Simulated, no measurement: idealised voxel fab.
process module | voxel capacitor over wiring
cross-section cut | 275 nm wide | cells 5 nm
A cross-section is a grid of square cells, given in bands from the top down. A band is one or more rows of cells.
Each band's line starts with the height of the band's top and of its bottom, in nm. Then come its materials from left to right, each with its width in nm. One material with "throughout" fills the band from edge to edge. "air" is empty space.
Height 0 is the level under which the wafer as received is all one material. The lowest band goes on downwards, as in "0 down".
A width such as "30 to 40" changes by the same amount from each row of cells to the next, from the band's top row to its bottom row.
"no change" after a step means that no cell of the cross-section changed.
closed voids: empty space of 8 cells or more with no open way to the top, each as width x height at its distance from the left edge, in nm
after a step's settings: what the simulator itself notes on the step
overlay nm, on a step with a mask: how far to the right of its planned place the mask lay; to the left if negative
plan
1 op RECEIVE | material Si
2 op CONFORMAL_DEP | material SiO2 | thk nm 15
3 op DIRECTIONAL_DEP | material TiN | thk nm 5
4 op DIRECTIONAL_DEP | material W | thk nm 20
5 op MASKED_ETCH | tone cover | mask id METAL_1 | width nm 30 | pitch nm 95 | etch materials W | depth nm 20 | overlay nm 0
6 op MASKED_ETCH | tone cover | mask id METAL_1 | width nm 30 | pitch nm 95 | etch materials TiN | depth nm 5 | overlay nm 0
7 op CONFORMAL_DEP | material SiCN | thk nm 5
8 op FILL_DEP | material lowk | thk nm 10
9 op CMP | height nm 40
10 op CONFORMAL_DEP | material SiCN | thk nm 5
11 op DIRECTIONAL_DEP | material SiO2 | thk nm 15
12 op PATTERN | tone open | mask id PLUG_1 | material resist | width nm 15 | thk nm 20 | overlay nm 0
13 op DIRECTIONAL_ETCH | etch materials SiO2 | depth nm 15
14 op DIRECTIONAL_ETCH | etch materials SiCN | depth nm 5
15 op STRIP | etch materials resist
16 op CONFORMAL_DEP | material TiN | thk nm 5
17 op FILL_DEP | material Cu | thk nm 5
18 op CMP | height nm 60
19 op DIRECTIONAL_DEP | material TiN | thk nm 5
20 op DIRECTIONAL_DEP | material Al2O3 | thk nm 5
21 op DIRECTIONAL_DEP | material TiN | thk nm 10
22 op DIRECTIONAL_DEP | material aC | thk nm 10
23 op PATTERN | tone cover | mask id UPPER_PLATE | material resist | width nm 70 | thk nm 30 | overlay nm 0
24 op DIRECTIONAL_ETCH | etch materials aC | depth nm 10
25 op STRIP | etch materials resist
26 op DIRECTIONAL_ETCH | etch materials TiN | depth nm 10
27 op DIRECTIONAL_ETCH | etch materials Al2O3 | depth nm 5
28 op STRIP | etch materials aC
29 op MASKED_ETCH | tone cover | mask id LOWER_PLATE | width nm 80 | etch materials TiN | depth nm 5 | overlay nm 0
30 op FILL_DEP | material SiO2 | thk nm 20
31 op CMP | height nm 95
32 op DIRECTIONAL_DEP | material aC | thk nm 10
33 op PATTERN | tone open | mask id PLUG_2 | material resist | width nm 15 | thk nm 30 | overlay nm 0
34 op DIRECTIONAL_ETCH | etch materials aC | depth nm 10
35 op STRIP | etch materials resist
36 op DIRECTIONAL_ETCH | etch materials SiO2 | depth nm 15
37 op STRIP | etch materials aC
38 op CONFORMAL_DEP | material TiN | thk nm 5
39 op FILL_DEP | material Ru | thk nm 5
40 op CMP | height nm 95
41 op CONFORMAL_DEP | material SiCN | thk nm 5
as received, after step 1
  0 down: Si throughout
  closed voids: none
first wafer at the end, as planned
  100 to 95: SiCN throughout
  95 to 85: SiO2 100 | TiN 5 | Ru 5 | TiN 5 | SiO2 160
  85 to 80: SiO2 100 | TiN 15 | SiO2 160
  80 to 70: SiO2 90 | TiN 70 | SiO2 115
  70 to 65: SiO2 90 | Al2O3 70 | SiO2 115
  65 to 60: SiO2 85 | TiN 80 | SiO2 110
  60 to 45: SiO2 90 | TiN 5 | Cu 5 | TiN 5 | SiO2 170
  45 to 40: SiCN 90 | TiN 15 | SiCN 170
  40 to 20: lowk 70 | SiCN 5 | W 30 | SiCN 5 | lowk 55 | SiCN 5 | W 30 | SiCN 5 | lowk 70
  20 to 15: SiCN 75 | TiN 30 | SiCN 65 | TiN 30 | SiCN 75
  15 to 0: SiO2 throughout
  0 down: Si throughout
  closed voids: none
second wafer at the end: like start, like plan, one mistake
  100 to 95: SiCN throughout
  95 to 85: SiO2 100 | TiN 5 | Ru 5 | TiN 5 | SiO2 160
  85 to 75: SiO2 100 to 90 | TiN 15 to 65 | SiO2 160 to 120
  75 to 70: SiO2 90 | TiN 70 | SiO2 115
  70 to 65: SiO2 90 | Al2O3 70 | SiO2 115
  65 to 60: SiO2 75 | TiN 85 | SiO2 115
  60 to 45: SiO2 90 | TiN 5 | Cu 5 | TiN 5 | SiO2 170
  45 to 40: SiCN 90 | TiN 15 | SiCN 170
  40 to 20: lowk 70 | SiCN 5 | W 30 | SiCN 5 | lowk 55 | SiCN 5 | W 30 | SiCN 5 | lowk 70
  20 to 15: SiCN 75 | TiN 30 | SiCN 65 | TiN 30 | SiCN 75
  15 to 0: SiO2 throughout
  0 down: Si throughout
  closed voids: none
what went wrong: step 29 ran as: op MASKED_ETCH | tone cover | mask id LOWER_PLATE | width nm 80 | etch materials TiN | depth nm 5 | overlay nm -10
at the end the second wafer has, in cells: as many of each material as the first, in other places
